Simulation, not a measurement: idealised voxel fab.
Documented hereafter: the process module known as voxel gate over fins.
Shown is cross-section cut, with a width of 270 nm and square cells of size 5 nm.
A cross-section in this document is a grid of square cells, and it is written down as bands, the top band listed before the ones below it; a band is made up of one or more rows of cells.
The entry gives the band's vertical extent as a top height and a bottom height in nm, then its horizontal make-up as materials from left to right, each with a width in nm. "empty" stands for empty space; a single material marked "all across" fills the band edge to edge.
Height datum 0, below which the as-received substrate wafer is one material. Lowest band open at the bottom, running downward: "top 0, no bottom".
It should be noted that a width expressed as "30 to 40" varies in equal increments from row to row of cells within the band, taking the value of the first number at the top row and that of the second number at the bottom row.
It should be understood that the words "remained unchanged", when stated for a given step, signify that the cross-section underwent no change in any of its cells during that step.
"Fully sealed cavities" - sealed voids, min. 8 cells, no opening to top; format: width x height at distance (distance from left edge; nm throughout).
It should be noted that, on the line of a given step, the content following the step's settings is a remark produced by the simulator itself with respect to that step.
The optional step-line setting "overlay nm" applies to steps with a mask and quantifies how far to the right of its planned location the mask lay, a negative value indicating leftward placement.

PROCESS STEPS - PLAN
1,RECEIVE,material Si
2,CONFORMAL_DEP,material SiN,thk nm 5
3,MASKED_ETCH,tone cover,mask id FINS,width nm 15,pitch nm 55,etch materials SiN,depth nm 5,overlay nm 0
4,MASKED_ETCH,tone cover,mask id FINS,width nm 15,pitch nm 55,etch materials Si,depth nm 35,overlay nm 0
5,OXIDIZE,depth nm 5
6,FILL_DEP,material SiO2,thk nm 15
7,CMP,height nm 5
8,PATTERN,tone open,mask id RAIL,material resist,width nm 15,thk nm 20,overlay nm 0
9,DIRECTIONAL_ETCH,etch materials SiO2,depth nm 35
10,STRIP,etch materials resist
11,CONFORMAL_DEP,material TiN,thk nm 5
12,FILL_DEP,material Ru,thk nm 5
13,CMP,height nm 5
14,SELECTIVE_ETCH,etch materials W Ru TiN,depth nm 20
15,FILL_DEP,material SiO2,thk nm 5
16,CMP,height nm 5
17,SELECTIVE_ETCH,etch materials SiO2,depth nm 15
18,STRIP,etch materials SiN
19,CONFORMAL_DEP,material HfO2,thk nm 5
20,CONFORMAL_DEP,material TiN,thk nm 5
21,FILL_DEP,material W,thk nm 15
22,CMP,height nm 20
23,CONFORMAL_DEP,material SiCN,thk nm 5

CROSS-SECTION OF THE WAFER AS IT CAME TO US, I.E., ALREADY THROUGH STEP 1
  top 0, no bottom | Si all across
  Fully sealed cavities: none

CROSS-SECTION AT MODULE END, ONE RUN ERROR; START AND PLAN UNCHANGED FROM ABOVE
  top 25, bottom 20 | SiCN all across
  top 20, bottom 10 | W all across
  top 10, bottom 5 | 40 W; 25 TiN; 30 W; 25 TiN; 30 W; 25 TiN; 30 W; 25 TiN; 40 W
  top 5, bottom 0 | 40 W; 5 TiN; 15 HfO2; 5 TiN; 30 W; 5 TiN; 15 HfO2; 5 TiN; 30 W; 5 TiN; 15 HfO2; 5 TiN; 30 W; 5 TiN; 15 HfO2; 5 TiN; 40 W
  top 0, bottom -5 | 40 W; 5 TiN; 5 HfO2; 5 Si; 5 HfO2; 5 TiN; 30 W; 5 TiN; 5 HfO2; 5 Si; 5 HfO2; 5 TiN; 30 W; 5 TiN; 5 HfO2; 5 Si; 5 HfO2; 5 TiN; 30 W; 5 TiN; 5 HfO2; 5 Si; 5 HfO2; 5 TiN; 40 W
  top -5, bottom -10 | 40 W; 5 TiN; 5 HfO2; 5 Si; 5 HfO2; 40 TiN; 5 HfO2; 5 Si; 5 HfO2; 5 TiN; 30 W; 5 TiN; 5 HfO2; 5 Si; 5 HfO2; 5 TiN; 30 W; 5 TiN; 5 HfO2; 5 Si; 5 HfO2; 5 TiN; 40 W
  top -10, bottom -15 | 40 W; 5 TiN; 5 HfO2; 5 Si; 5 HfO2; 5 TiN; 25 HfO2; 10 TiN; 5 HfO2; 5 Si; 5 HfO2; 5 TiN; 30 W; 5 TiN; 5 HfO2; 5 Si; 5 HfO2; 5 TiN; 30 W; 5 TiN; 5 HfO2; 5 Si; 5 HfO2; 5 TiN; 40 W
  top -15, bottom -20 | 45 TiN; 5 HfO2; 5 Si; 5 HfO2; 5 TiN; 5 HfO2; 5 TiN; 5 Ru; 5 TiN; 5 HfO2; 10 TiN; 5 HfO2; 5 Si; 5 HfO2; 40 TiN; 5 HfO2; 5 Si; 5 HfO2; 40 TiN; 5 HfO2; 5 Si; 5 HfO2; 45 TiN
  top -20, bottom -25 | 50 HfO2; 5 Si; 15 HfO2; 5 TiN; 5 Ru; 5 TiN; 20 HfO2; 5 Si; 50 HfO2; 5 Si; 50 HfO2; 5 Si; 50 HfO2
  top -25, bottom -30 | 50 SiO2; 5 Si; 15 SiO2; 15 TiN; 20 SiO2; 5 Si; 50 SiO2; 5 Si; 50 SiO2; 5 Si; 50 SiO2
  top -30, bottom -40 | 50 SiO2; 5 Si; 50 SiO2; 5 Si; 50 SiO2; 5 Si; 50 SiO2; 5 Si; 50 SiO2
  top -40, no bottom | Si all across
  Fully sealed cavities: none
In executing the process, a mistake was made relative to the plan: in the plan, step 17 was performed twice
